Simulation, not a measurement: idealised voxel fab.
Module name: voxel released beams (process module)
Displayed cross-section: cut, width of 235 nm, square cells sized 5 nm.
When this document writes out a cross-section, it uses a grid of square cells and lists it as bands, beginning at the top and moving down, with a band standing for one or more rows of cells.
The entry gives the band's vertical extent as a top height and a bottom height in nm, then its horizontal make-up as materials from left to right, each with a width in nm. "blank" stands for empty space; a single material marked "edge to edge" fills the band edge to edge.
The reference from which all heights are counted is 0, the level beneath which the as-received wafer is entirely one material; the lowest band, having no lower bound, proceeds downward and is written after the example "0 nm and below".
Read "30->40" as a graded width: first number on top, second number at the bottom, same change between each pair of neighbouring rows.
For the purposes of this document, the phrase "no change occurred" attached to a step denotes that no cell within the cross-section was modified by that step.
So "Closed void entries" is basically the list of trapped voids: any empty space of 8 cells or more that can't reach the top through an opening. They're written width x height at distance, the distance being from the left edge, and it's all nm.
On a step's line, text after the settings is the simulator commenting on that step.
overlay nm: how far to the right of its planned place the mask lay on this masked step (negative: to the left).
The planned process steps are enumerated hereunder:
step 1: RECEIVE, material Si
step 2: CONFORMAL_DEP, material SiN, thk nm 10
step 3: DIRECTIONAL_DEP, material SiO2, thk nm 15
step 4: DIRECTIONAL_DEP, material aC, thk nm 10
step 5: PATTERN, tone open, mask id ANCHOR, material resist, width nm 35, thk nm 25, overlay nm 0
step 6: DIRECTIONAL_ETCH, etch materials aC, depth nm 10
step 7: STRIP, etch materials resist
step 8: DIRECTIONAL_ETCH, etch materials SiO2, depth nm 15
step 9: STRIP, etch materials aC
step 10: CONFORMAL_DEP, material TiN, thk nm 10
step 11: DIRECTIONAL_DEP, material aC, thk nm 15
step 12: PATTERN, tone cover, mask id BEAM, material resist, width nm 90, thk nm 30, overlay nm 0
step 13: DIRECTIONAL_ETCH, etch materials aC, depth nm 15
step 14: STRIP, etch materials resist
step 15: DIRECTIONAL_ETCH, etch materials TiN, depth nm 10
step 16: STRIP, etch materials aC
step 17: STRIP, etch materials SiO2
Incoming wafer in cross-section (state: after step 1):
0 nm and below | Si edge to edge
Closed void entries: none
The first of the two wafers as seen in cross-section once the module was finished; processing followed the plan:
35 nm to 25 nm | 70 blank, then 15 TiN, then 15 blank, then 60 TiN, then 75 blank
25 nm to 20 nm | 75 blank, then 10 TiN, then 15 blank, then 10 TiN, then 125 blank
20 nm to 10 nm | 75 blank, then 35 TiN, then 125 blank
10 nm to 0 nm | SiN edge to edge
0 nm and below | Si edge to edge
Closed void entries: none
Second of two wafers, module complete, sectioned: it shares the first wafer's start and plan but was run with one mistake:
25 nm to 15 nm | 70 blank, then 15 TiN, then 15 blank, then 60 TiN, then 75 blank
15 nm to 10 nm | 75 blank, then 10 TiN, then 15 blank, then 10 TiN, then 125 blank
10 nm to 0 nm | 75 blank, then 35 TiN, then 125 blank
0 nm and below | Si edge to edge
Closed void entries: none
Finding, execution versus plan: step 2 of the plan: omitted, not performed
Per the end-of-run cell counts, the second wafer holds more or fewer of some materials than the first: 94 fewer of SiN
